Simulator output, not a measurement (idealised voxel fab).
process module | voxel ribs on slabs
cross-section cut | 280 nm wide | cells 5 nm
A cross-section is a grid of square cells, given in bands from the top down. A band is one or more rows of cells.
Each band's line starts with the height of the band's top and of its bottom, in nm. Then come its materials from left to right, each with its width in nm. One material with "throughout" fills the band from edge to edge. "air" is empty space.
Height 0 is the level under which the wafer as received is all one material. The lowest band goes on downwards, as in "0 down".
A width such as "30 to 40" changes by the same amount from each row of cells to the next, from the band's top row to its bottom row.
"no change" after a step means that no cell of the cross-section changed.
closed voids: empty space of 8 cells or more with no open way to the top, each as width x height at its distance from the left edge, in nm
after a step's settings: what the simulator itself notes on the step
overlay nm, on a step with a mask: how far to the right of its planned place the mask lay; to the left if negative
plan
1 op RECEIVE | material Si
2 op DIRECTIONAL_DEP | material SiO2 | thk nm 25
3 op DIRECTIONAL_DEP | material polySi | thk nm 15
4 op DIRECTIONAL_DEP | material aC | thk nm 10
5 op PATTERN | tone cover | mask id RIB | material resist | width nm 15 | thk nm 30 | overlay nm 0
6 op DIRECTIONAL_ETCH | etch materials aC | depth nm 10
7 op STRIP | etch materials resist
8 op DIRECTIONAL_ETCH | etch materials polySi | depth nm 10
9 op STRIP | etch materials aC
10 op DIRECTIONAL_DEP | material aC | thk nm 15
11 op PATTERN | tone cover | mask id SLAB | material resist | width nm 55 | thk nm 35 | overlay nm 0
12 op DIRECTIONAL_ETCH | etch materials aC | depth nm 15
13 op STRIP | etch materials resist
14 op DIRECTIONAL_ETCH | etch materials polySi | depth nm 5
15 op STRIP | etch materials aC
16 op FILL_DEP | material SiO2 | thk nm 20
17 op CMP | height nm 50
18 op DIRECTIONAL_DEP | material TiN | thk nm 5
19 op DIRECTIONAL_DEP | material aC | thk nm 15
20 op PATTERN | tone cover | mask id HEATER | material resist | width nm 25 | thk nm 35 | overlay nm 0
21 op DIRECTIONAL_ETCH | etch materials aC | depth nm 15
22 op STRIP | etch materials resist
23 op DIRECTIONAL_ETCH | etch materials TiN | depth nm 5
24 op STRIP | etch materials aC
25 op CONFORMAL_DEP | material SiO2 | thk nm 10
as received, after step 1
  0 down: Si throughout
  closed voids: none
first wafer at the end, as planned
  65 to 60: air 115 | SiO2 45 | air 120
  60 to 55: SiO2 throughout
  55 to 50: SiO2 125 | TiN 25 | SiO2 130
  50 to 40: SiO2 throughout
  40 to 30: SiO2 130 | polySi 15 | SiO2 135
  30 to 25: SiO2 110 | polySi 55 | SiO2 115
  25 to 0: SiO2 throughout
  0 down: Si throughout
  closed voids: none
second wafer at the end: like start, like plan, one mistake
  65 to 60: air 115 | SiO2 45 | air 120
  60 to 55: SiO2 throughout
  55 to 50: SiO2 125 | TiN 25 | SiO2 130
  50 to 15: SiO2 throughout
  15 to 0: polySi throughout
  0 down: Si throughout
  closed voids: none
what went wrong: steps 2 and 3 were swapped
at the end the second wafer has, in cells: 151 fewer of SiO2 | 151 more of polySi
